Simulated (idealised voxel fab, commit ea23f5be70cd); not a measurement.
Process module heading - voxel released beams
FYI the section here is cut, 295 nm wide, cells are 5 nm squares.
In what follows, cross-sections appear as grids of square cells, described through bands that run from the top down, where every band is one or more rows of cells. For a band, the entry starts with two heights in nm, that of the top and then that of the bottom, and carries on with the band's materials in order from left to right, each alongside its width in nm; the word "throughout" beside a single material means it fills the band edge to edge, and "empty" means empty space. Heights are expressed relative to 0, this being the level below which the as-received wafer comprises one material exclusively. The lowest band is unbounded in the downward direction and is denoted as in "top 0, no bottom". Width: "30->40" (first number = top row, second number = bottom row, same change from row to row of cells). Key: "no modifications" - step with no changed cell in the cross-section. "Enclosed cavities" means: voids of 8 cells or more that are shut off from the top with no open way through. Written width x height at distance, distance from the left edge, in nm. The remark found on a step's line after its settings is issued by the simulator itself and pertains to that step. overlay nm: where the mask lay relative to plan, measured to the right, on steps with a mask; negatives go left.

Here's what the planned process steps look like:
1) RECEIVE | material Si
2) CONFORMAL_DEP | material SiN | thk nm 5
3) DIRECTIONAL_DEP | material SiO2 | thk nm 15
4) PATTERN | tone open | mask id ANCHOR | material resist | width nm 35 | thk nm 15 | overlay nm 0
5) DIRECTIONAL_ETCH | etch materials SiO2 | depth nm 15
6) STRIP | etch materials resist
7) CONFORMAL_DEP | material polySi | thk nm 15
8) DIRECTIONAL_DEP | material aC | thk nm 15
9) PATTERN | tone cover | mask id BEAM | material resist | width nm 110 | thk nm 35 | overlay nm 0
10) DIRECTIONAL_ETCH | etch materials aC | depth nm 15
11) STRIP | etch materials resist
12) DIRECTIONAL_ETCH | etch materials polySi | depth nm 15
13) STRIP | etch materials aC
14) STRIP | etch materials SiO2

as received, after step 1:
	top 0, no bottom  Si throughout
	Enclosed cavities: none

Wafer at module end, in section. Began as above, planned as above, run with one mistake:
	top 30, bottom 20  empty 90 nm | polySi 15 nm | empty 15 nm | polySi 80 nm | empty 95 nm
	top 20, bottom 15  empty 95 nm | polySi 10 nm | empty 15 nm | polySi 10 nm | empty 165 nm
	top 15, bottom 5  empty 95 nm | polySi 35 nm | empty 165 nm
	top 5, bottom 0  SiN throughout
	top 0, no bottom  Si throughout
	Enclosed cavities: none
What broke from the plan during processing? step 7 deviated from plan and actually ran as CONFORMAL_DEP | material polySi | thk nm 10
